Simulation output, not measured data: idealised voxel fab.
process module | voxel capacitor over wiring
cross-section cut | 275 nm wide | cells 5 nm
A cross-section is a grid of square cells, given in bands from the top down. A band is one or more rows of cells.
Each band's line starts with the height of the band's top and of its bottom, in nm. Then come its materials from left to right, each with its width in nm. One material with "throughout" fills the band from edge to edge. "air" is empty space.
Height 0 is the level under which the wafer as received is all one material. The lowest band goes on downwards, as in "0 down".
A width such as "30 to 40" changes by the same amount from each row of cells to the next, from the band's top row to its bottom row.
"no change" after a step means that no cell of the cross-section changed.
closed voids: empty space of 8 cells or more with no open way to the top, each as width x height at its distance from the left edge, in nm
after a step's settings: what the simulator itself notes on the step
overlay nm, on a step with a mask: how far to the right of its planned place the mask lay; to the left if negative
plan
1 op RECEIVE | material Si
2 op CONFORMAL_DEP | material SiO2 | thk nm 10
3 op DIRECTIONAL_DEP | material TiN | thk nm 5
4 op DIRECTIONAL_DEP | material Ru | thk nm 20
5 op PATTERN | tone cover | mask id METAL_1 | material resist | width nm 20 | pitch nm 75 | thk nm 20 | overlay nm 0
6 op DIRECTIONAL_ETCH | etch materials Ru | depth nm 20
7 op DIRECTIONAL_ETCH | etch materials TiN | depth nm 5
8 op STRIP | etch materials resist
9 op CONFORMAL_DEP | material SiN | thk nm 5
10 op FILL_DEP | material SiO2 | thk nm 5
11 op CMP | height nm 35
12 op CONFORMAL_DEP | material SiCN | thk nm 5
13 op DIRECTIONAL_DEP | material SiO2 | thk nm 15
14 op DIRECTIONAL_DEP | material aC | thk nm 15
15 op PATTERN | tone open | mask id PLUG_1 | material resist | width nm 15 | thk nm 30 | overlay nm 0
16 op DIRECTIONAL_ETCH | etch materials aC | depth nm 15
17 op STRIP | etch materials resist
18 op DIRECTIONAL_ETCH | etch materials SiO2 | depth nm 15
19 op DIRECTIONAL_ETCH | etch materials SiCN | depth nm 5
20 op STRIP | etch materials aC
21 op CONFORMAL_DEP | material TiN | thk nm 5
22 op FILL_DEP | material Ru | thk nm 5
23 op CMP | height nm 55
24 op DIRECTIONAL_DEP | material TiN | thk nm 5
25 op DIRECTIONAL_DEP | material Al2O3 | thk nm 5
26 op DIRECTIONAL_DEP | material TiN | thk nm 5
27 op MASKED_ETCH | tone cover | mask id UPPER_PLATE | width nm 60 | etch materials TiN | depth nm 5 | overlay nm 0
28 op MASKED_ETCH | tone cover | mask id UPPER_PLATE | width nm 60 | etch materials Al2O3 | depth nm 5 | overlay nm 0
29 op PATTERN | tone cover | mask id LOWER_PLATE | material resist | width nm 70 | thk nm 15 | overlay nm 0
30 op DIRECTIONAL_ETCH | etch materials TiN | depth nm 5
31 op STRIP | etch materials resist
32 op FILL_DEP | material SiO2 | thk nm 15
33 op CMP | height nm 80
34 op PATTERN | tone open | mask id PLUG_2 | material resist | width nm 15 | thk nm 20 | overlay nm 0
35 op DIRECTIONAL_ETCH | etch materials SiO2 | depth nm 10
36 op STRIP | etch materials resist
37 op CONFORMAL_DEP | material TiN | thk nm 5
38 op FILL_DEP | material Ru | thk nm 5
39 op CMP | height nm 80
40 op CONFORMAL_DEP | material SiCN | thk nm 5
first wafer, as planned
as received, after step 1
  0 down: Si throughout
  closed voids: none
after step 2
  10 to 0: SiO2 throughout
  below 0: unchanged
after step 3
  15 to 10: TiN throughout
  below 10: unchanged
after step 4
  35 to 15: Ru throughout
  below 15: unchanged
after step 5
  55 to 35: air 90 | resist 20 | air 55 | resist 20 | air 90
  below 35: unchanged
after step 6
  55 to 35: air 90 | resist 20 | air 55 | resist 20 | air 90
  35 to 15: air 90 | Ru 20 | air 55 | Ru 20 | air 90
  below 15: unchanged
after step 7
  55 to 35: air 90 | resist 20 | air 55 | resist 20 | air 90
  35 to 15: air 90 | Ru 20 | air 55 | Ru 20 | air 90
  15 to 10: air 90 | TiN 20 | air 55 | TiN 20 | air 90
  below 10: unchanged
after step 8
  35 to 15: air 90 | Ru 20 | air 55 | Ru 20 | air 90
  below 15: unchanged
after step 9
  40 to 35: air 85 | SiN 30 | air 45 | SiN 30 | air 85
  35 to 15: air 85 | SiN 5 | Ru 20 | SiN 5 | air 45 | SiN 5 | Ru 20 | SiN 5 | air 85
  15 to 10: SiN 90 | TiN 20 | SiN 55 | TiN 20 | SiN 90
  below 10: unchanged
after step 10
  45 to 40: SiO2 throughout
  40 to 35: SiO2 85 | SiN 30 | SiO2 45 | SiN 30 | SiO2 85
  35 to 15: SiO2 85 | SiN 5 | Ru 20 | SiN 5 | SiO2 45 | SiN 5 | Ru 20 | SiN 5 | SiO2 85
  below 15: unchanged
after step 11
  35 to 15: SiO2 85 | SiN 5 | Ru 20 | SiN 5 | SiO2 45 | SiN 5 | Ru 20 | SiN 5 | SiO2 85
  below 15: unchanged
after step 12
  40 to 35: SiCN throughout
  below 35: unchanged
after step 13
  55 to 40: SiO2 throughout
  below 40: unchanged
after step 14
  70 to 55: aC throughout
  below 55: unchanged
after step 15
  100 to 70: resist 95 | air 15 | resist 165
  below 70: unchanged
after step 16
  85 to 70: resist 95 | air 15 | resist 165
  70 to 55: aC 95 | air 15 | aC 165
  below 55: unchanged
after step 17
  70 to 55: aC 95 | air 15 | aC 165
  below 55: unchanged
after step 18
  70 to 55: aC 95 | air 15 | aC 165
  55 to 40: SiO2 95 | air 15 | SiO2 165
  below 40: unchanged
after step 19
  70 to 55: aC 95 | air 15 | aC 165
  55 to 40: SiO2 95 | air 15 | SiO2 165
  40 to 35: SiCN 95 | air 15 | SiCN 165
  below 35: unchanged
after step 20
  55 to 40: SiO2 95 | air 15 | SiO2 165
  below 40: unchanged
after step 21
  60 to 55: TiN 100 | air 5 | TiN 170
  55 to 40: SiO2 95 | TiN 5 | air 5 | TiN 5 | SiO2 165
  40 to 35: SiCN 95 | TiN 15 | SiCN 165
  below 35: unchanged
after step 22
  65 to 60: Ru throughout
  60 to 55: TiN 100 | Ru 5 | TiN 170
  55 to 40: SiO2 95 | TiN 5 | Ru 5 | TiN 5 | SiO2 165
  below 40: unchanged
after step 23
  55 to 40: SiO2 95 | TiN 5 | Ru 5 | TiN 5 | SiO2 165
  below 40: unchanged
after step 24
  60 to 55: TiN throughout
  below 55: unchanged
after step 25
  65 to 60: Al2O3 throughout
  below 60: unchanged
after step 26
  70 to 65: TiN throughout
  below 65: unchanged
after step 27
  70 to 65: air 95 | TiN 60 | air 120
  below 65: unchanged
after step 28
  70 to 65: air 95 | TiN 60 | air 120
  65 to 60: air 95 | Al2O3 60 | air 120
  below 60: unchanged
after step 29
  85 to 70: air 90 | resist 70 | air 115
  70 to 65: air 90 | resist 5 | TiN 60 | resist 5 | air 115
  65 to 60: air 90 | resist 5 | Al2O3 60 | resist 5 | air 115
  below 60: unchanged
after step 30
  85 to 70: air 90 | resist 70 | air 115
  70 to 65: air 90 | resist 5 | TiN 60 | resist 5 | air 115
  65 to 60: air 90 | resist 5 | Al2O3 60 | resist 5 | air 115
  60 to 55: air 90 | TiN 70 | air 115
  below 55: unchanged
after step 31
  70 to 65: air 95 | TiN 60 | air 120
  65 to 60: air 95 | Al2O3 60 | air 120
  below 60: unchanged
after step 32
  85 to 70: SiO2 throughout
  70 to 65: SiO2 95 | TiN 60 | SiO2 120
  65 to 60: SiO2 95 | Al2O3 60 | SiO2 120
  60 to 55: SiO2 90 | TiN 70 | SiO2 115
  below 55: unchanged
after step 33
  80 to 70: SiO2 throughout
  below 70: unchanged
after step 34
  100 to 80: resist 105 | air 15 | resist 155
  below 80: unchanged
after step 35
  100 to 80: resist 105 | air 15 | resist 155
  80 to 70: SiO2 105 | air 15 | SiO2 155
  below 70: unchanged
after step 36
  80 to 70: SiO2 105 | air 15 | SiO2 155
  below 70: unchanged
after step 37
  85 to 80: TiN 110 | air 5 | TiN 160
  80 to 75: SiO2 105 | TiN 5 | air 5 | TiN 5 | SiO2 155
  75 to 65: SiO2 105 to 95 | TiN 15 to 60 | SiO2 155 to 120
  below 65: unchanged
after step 38
  90 to 85: Ru throughout
  85 to 80: TiN 110 | Ru 5 | TiN 160
  80 to 75: SiO2 105 | TiN 5 | Ru 5 | TiN 5 | SiO2 155
  below 75: unchanged
after step 39
  80 to 75: SiO2 105 | TiN 5 | Ru 5 | TiN 5 | SiO2 155
  below 75: unchanged
after step 40
  85 to 80: SiCN throughout
  below 80: unchanged
second wafer: like start, like plan, one mistake. Through step 27 it matches the first wafer
when step 28 should have ended
  70 to 65: air 95 | TiN 60 | air 120
  65 to 60: air 90 | Al2O3 70 | air 115
  below 60: unchanged
when step 29 should have ended
  85 to 70: air 90 | resist 70 | air 115
  70 to 65: air 90 | resist 5 | TiN 60 | resist 5 | air 115
  below 65: unchanged
when step 30 should have ended
  85 to 70: air 90 | resist 70 | air 115
  70 to 65: air 90 | resist 5 | TiN 60 | resist 5 | air 115
  65 to 60: air 90 | Al2O3 70 | air 115
  60 to 55: air 90 | TiN 70 | air 115
  below 55: unchanged
when step 31 should have ended
  70 to 65: air 95 | TiN 60 | air 120
  below 65: unchanged
when step 32 should have ended
  85 to 70: SiO2 throughout
  70 to 65: SiO2 95 | TiN 60 | SiO2 120
  65 to 60: SiO2 90 | Al2O3 70 | SiO2 115
  60 to 55: SiO2 90 | TiN 70 | SiO2 115
  below 55: unchanged
when step 33 should have ended
  80 to 70: SiO2 throughout
  below 70: unchanged
when step 34 should have ended
  100 to 80: resist 105 | air 15 | resist 155
  below 80: unchanged
when step 35 should have ended
  100 to 80: resist 105 | air 15 | resist 155
  80 to 70: SiO2 105 | air 15 | SiO2 155
  below 70: unchanged
when step 36 should have ended
  80 to 70: SiO2 105 | air 15 | SiO2 155
  below 70: unchanged
when step 37 should have ended
  85 to 80: TiN 110 | air 5 | TiN 160
  80 to 75: SiO2 105 | TiN 5 | air 5 | TiN 5 | SiO2 155
  75 to 65: SiO2 105 to 95 | TiN 15 to 60 | SiO2 155 to 120
  below 65: unchanged
when step 38 should have ended
  90 to 85: Ru throughout
  85 to 80: TiN 110 | Ru 5 | TiN 160
  80 to 75: SiO2 105 | TiN 5 | Ru 5 | TiN 5 | SiO2 155
  below 75: unchanged
when step 39 should have ended
  80 to 75: SiO2 105 | TiN 5 | Ru 5 | TiN 5 | SiO2 155
  below 75: unchanged
when step 40 should have ended
  85 to 80: SiCN throughout
  below 80: unchanged
what went wrong: step 28 ran as: op MASKED_ETCH | tone cover | mask id UPPER_PLATE | width nm 70 | etch materials Al2O3 | depth nm 5 | overlay nm 0
at the end the second wafer has, in cells: 2 more of Al2O3 | 2 fewer of SiO2
